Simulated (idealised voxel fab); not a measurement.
The name of this process module is voxel released beams.
Cross-sectional view cut (width: 290 nm; square cell size: 5 nm).
Think of the cross-section as a grid of square cells. We describe it in bands, top to bottom, and each band covers one or more rows of those cells.
Top height, bottom height, nm. Materials left to right, width each, nm. Single material + "edge to edge" = fills band edge to edge. "blank" = empty.
We count height from 0. Below that, the starting wafer is all one material. The lowest band never ends at the bottom but goes on down; see "0 -> down" for how that is written.
Top row gets the first number, bottom row gets the second, and each row in between changes by the same step: that is how a band width like "30..40" works.
Any step labelled "no modifications" changed none of the cells in the cross-section.
In the "Sealed cavities" entry, you get each enclosed empty space of 8 cells or more, one with no open way to the top, written width x height at distance, distance from the left edge, in nm.
Whatever follows a step's settings on its line is a remark the simulator itself makes about that step.
The setting "overlay nm" may be written on the line of a step. When the step uses a mask, the value reports how far to the right of the planned place the mask lay, and a negative value reports that it lay to the left.

### These are the steps we planned for the process
1,RECEIVE: material Si
2,CONFORMAL_DEP: material Al2O3, thk nm 5
3,DIRECTIONAL_DEP: material SiO2, thk nm 10
4,PATTERN: tone open, mask id ANCHOR, material resist, width nm 35, thk nm 20, overlay nm 0
5,DIRECTIONAL_ETCH: etch materials SiO2, depth nm 10
6,STRIP: etch materials resist
7,CONFORMAL_DEP: material SiN, thk nm 10
8,PATTERN: tone cover, mask id BEAM, material resist, width nm 90, thk nm 20, overlay nm 0
9,DIRECTIONAL_ETCH: etch materials SiN, depth nm 10
10,STRIP: etch materials resist
11,STRIP: etch materials SiO2

### As-received state of the wafer in cross-section, equivalent to post-step 1
  0 -> down = Si edge to edge
  Sealed cavities: none

### Sectioned view, first of two wafers, at the close of the module, processed as intended in the plan
  25 -> 15 = blank: 95 | SiN: 15 | blank: 15 | SiN: 60 | blank: 105
  15 -> 5 = blank: 100 | SiN: 35 | blank: 155
  5 -> 0 = Al2O3 edge to edge
  0 -> down = Si edge to edge
  Sealed cavities: none

### Cross-section, second wafer: same start as the first, same plan as the first, one mistake in running it; taken at the end of the module
  25 -> 15 = blank: 95 | SiN: 50 | blank: 145
  15 -> 5 = blank: 90 | SiN: 10 | SiO2: 35 | SiN: 50 | blank: 105
  5 -> 0 = Al2O3 edge to edge
  0 -> down = Si edge to edge
  Sealed cavities: none
Error vs. plan: rather than as planned, step 4 actually ran as PATTERN: tone cover, mask id ANCHOR, material resist, width nm 35, thk nm 20, overlay nm 0
At the finish, the second wafer shows more or fewer cells for some materials than the first does: +14 SiO2
